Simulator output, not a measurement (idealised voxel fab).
Herein follows the process module entitled voxel released beams.
In the cross-section labelled cut, the width is 220 nm and each square cell is 5 nm.
Cross-section layout: square cells on a grid; listed as bands, top to bottom; a band spans one or more cell rows. Within each band entry, the heights of the top and of the bottom of the band appear first, in that order and in nm; the materials of the band then follow from left to right, each with its corresponding width in nm. The designation "full width" on a single material indicates that it fills the band from edge to edge; the designation "air" indicates empty space. Beneath 0, the wafer as received is one material, and that level is where height counting begins. The lowest band goes on downward without a bottom; it is written like "0 nm and below". A two-number width, for instance "30..40", indicates that the width is equal to the first number in the top row of the band and to the second number in the bottom row, and that it changes by a constant amount per row of cells. Where the words "no alterations made" appear for a step, the cross-section shows no cell changed by that step; every cell remained as before. Any empty space of 8 cells or more lacking an open way to the top shows up in "Sealed internal cavities" as width x height at distance, distance from the left edge, in nm. What comes after the settings on a step's line is commentary from the simulator itself on that step. overlay nm, on a step with a mask: how far to the right of its planned place the mask lay; to the left if negative.

### This section lists the process steps that were planned
1) op RECEIVE | material Si
2) op CONFORMAL_DEP | material SiN | thk nm 5
3) op DIRECTIONAL_DEP | material SiO2 | thk nm 10
4) op MASKED_ETCH | tone open | mask id ANCHOR | width nm 25 | etch materials SiO2 | depth nm 10 | overlay nm 0
5) op CONFORMAL_DEP | material polySi | thk nm 10
6) op MASKED_ETCH | tone cover | mask id BEAM | width nm 95 | etch materials polySi | depth nm 10 | overlay nm 0
7) op STRIP | etch materials SiO2

### First of two wafers, processed according to plan

### Delivered wafer in cross-section: state after step 1
    0 nm and below  Si full width
    Sealed internal cavities: none

### How the wafer stands in section after step 2
    5 nm to 0 nm  SiN full width
    For the remainder of the cross-section, below 0, there is no change.

### How the wafer stands in section after step 3
    15 nm to 5 nm  SiO2 full width
    For the remainder of the cross-section, below 5, there is no change.

### How the wafer stands in section after step 4
    15 nm to 5 nm  SiO2=65; air=25; SiO2=130
    For the remainder of the cross-section, below 5, there is no change.

### How the wafer stands in section after step 5
    25 nm to 15 nm  polySi=75; air=5; polySi=140
    15 nm to 5 nm  SiO2=65; polySi=25; SiO2=130
    For the remainder of the cross-section, below 5, there is no change.

### How the wafer stands in section after step 6
    25 nm to 15 nm  air=60; polySi=15; air=5; polySi=75; air=65
    For the remainder of the cross-section, below 15, there is no change.

### How the wafer stands in section after step 7
    25 nm to 15 nm  air=60; polySi=15; air=5; polySi=75; air=65
    15 nm to 5 nm  air=65; polySi=25; air=130
    For the remainder of the cross-section, below 5, there is no change.

### Second wafer, same starting state and plan as the first, one mistake in the run, identical through step 1

### Second wafer: cross-section at the scheduled end of step 2
    5 nm to 0 nm  SiO2 full width
    For the remainder of the cross-section, below 0, there is no change.

### Second wafer: cross-section at the scheduled end of step 3
    15 nm to 0 nm  SiO2 full width
    For the remainder of the cross-section, below 0, there is no change.

### Second wafer: cross-section at the scheduled end of step 4
    15 nm to 5 nm  SiO2=65; air=25; SiO2=130
    For the remainder of the cross-section, below 5, there is no change.

### Second wafer: cross-section at the scheduled end of step 5
    25 nm to 15 nm  polySi=75; air=5; polySi=140
    15 nm to 5 nm  SiO2=65; polySi=25; SiO2=130
    For the remainder of the cross-section, below 5, there is no change.

### Second wafer: cross-section at the scheduled end of step 6
    25 nm to 15 nm  air=60; polySi=15; air=5; polySi=75; air=65
    For the remainder of the cross-section, below 15, there is no change.

### Second wafer: cross-section at the scheduled end of step 7
    0 nm and below  Si full width
What went wrong in running the wafer? step 2 off recipe, ran as op CONFORMAL_DEP | material SiO2 | thk nm 5
The final cell counts differ between the wafers, with the second having more or fewer of some materials than the first: -44 SiN, -46 polySi
